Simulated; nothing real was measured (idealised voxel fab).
Module name: voxel double patterning (process module)
It is cross-section cut that appears here, measuring 180 nm in width, its square cells being 5 nm in size.
Throughout this document, each cross-section is represented as a grid of square cells and is presented as a sequence of bands enumerated from the top downward, where a band comprises one or more rows of cells.
First you get the band's top height and its bottom height, in nm, and then the materials it's made of, left to right, with each width in nm. If you see a single material with "edge to edge", that one covers the band edge to edge. "blank" is empty space.
Heights are expressed relative to 0, this being the level below which the as-received wafer comprises one material exclusively. The lowest band is unbounded in the downward direction and is denoted as in "top 0, no bottom".
Width "30..40": first value at the band's top row of cells, second value at its bottom row, equal change from row to row.
The cross-section has no changed cell in any step marked "stayed the same".
Entry "Enclosed void entries". Content: empty spaces with no open connection to the top, size 8 cells or greater. Each: width x height at distance. Distance: from left edge. Unit: nm.
The remark found on a step's line after its settings is issued by the simulator itself and pertains to that step.
overlay nm: mask right of planned place by this much (step with mask). Neg. = left.
# The steps planned for the process are as follows
1,RECEIVE | material Si
2,CONFORMAL_DEP | material SiO2 | thk nm 10
3,DIRECTIONAL_DEP | material polySi | thk nm 10
4,DIRECTIONAL_DEP | material SiCN | thk nm 5
5,MASKED_ETCH | tone open | mask id FIRST | width nm 15 | pitch nm 50 | etch materials SiCN | depth nm 5 | overlay nm 0
6,MASKED_ETCH | tone open | mask id SECOND | width nm 15 | etch materials SiCN | depth nm 5 | overlay nm 0
7,DIRECTIONAL_ETCH | etch materials polySi | depth nm 10
8,STRIP | etch materials SiCN
# First of two wafers, with the run carried out as planned
# The cross-section here shows the wafer as received, i.e. in its state after step 1
- top 0, no bottom = Si edge to edge
- Enclosed void entries: none
# Wafer after step 2 (cross-section)
- top 10, bottom 0 = SiO2 edge to edge
- Anything lower than 0 is untouched.
# Wafer after step 3 (cross-section)
- top 20, bottom 10 = polySi edge to edge
- Anything lower than 10 is untouched.
# Wafer after step 4 (cross-section)
- top 25, bottom 20 = SiCN edge to edge
- Anything lower than 20 is untouched.
# Wafer after step 5 (cross-section)
- top 25, bottom 20 = SiCN (55), blank (15), SiCN (35), blank (15), SiCN (60)
- Anything lower than 20 is untouched.
# Wafer after step 6 (cross-section)
- top 25, bottom 20 = SiCN (55), blank (15), SiCN (10), blank (15), SiCN (10), blank (15), SiCN (60)
- Anything lower than 20 is untouched.
# Wafer after step 7 (cross-section)
- top 25, bottom 20 = SiCN (55), blank (15), SiCN (10), blank (15), SiCN (10), blank (15), SiCN (60)
- top 20, bottom 10 = polySi (55), blank (15), polySi (10), blank (15), polySi (10), blank (15), polySi (60)
- Anything lower than 10 is untouched.
# Wafer after step 8 (cross-section)
- top 20, bottom 10 = polySi (55), blank (15), polySi (10), blank (15), polySi (10), blank (15), polySi (60)
- Anything lower than 10 is untouched.
# Wafer two: like wafer one in start and plan, but with one mistake in execution; identical up to and including step 7
when step 8 should have ended: stayed the same
Nonconformance to the process plan: the plan's step 8 was left out and never carried out
Final wafer comparison in cells, second versus first, more or fewer per material: SiCN +27
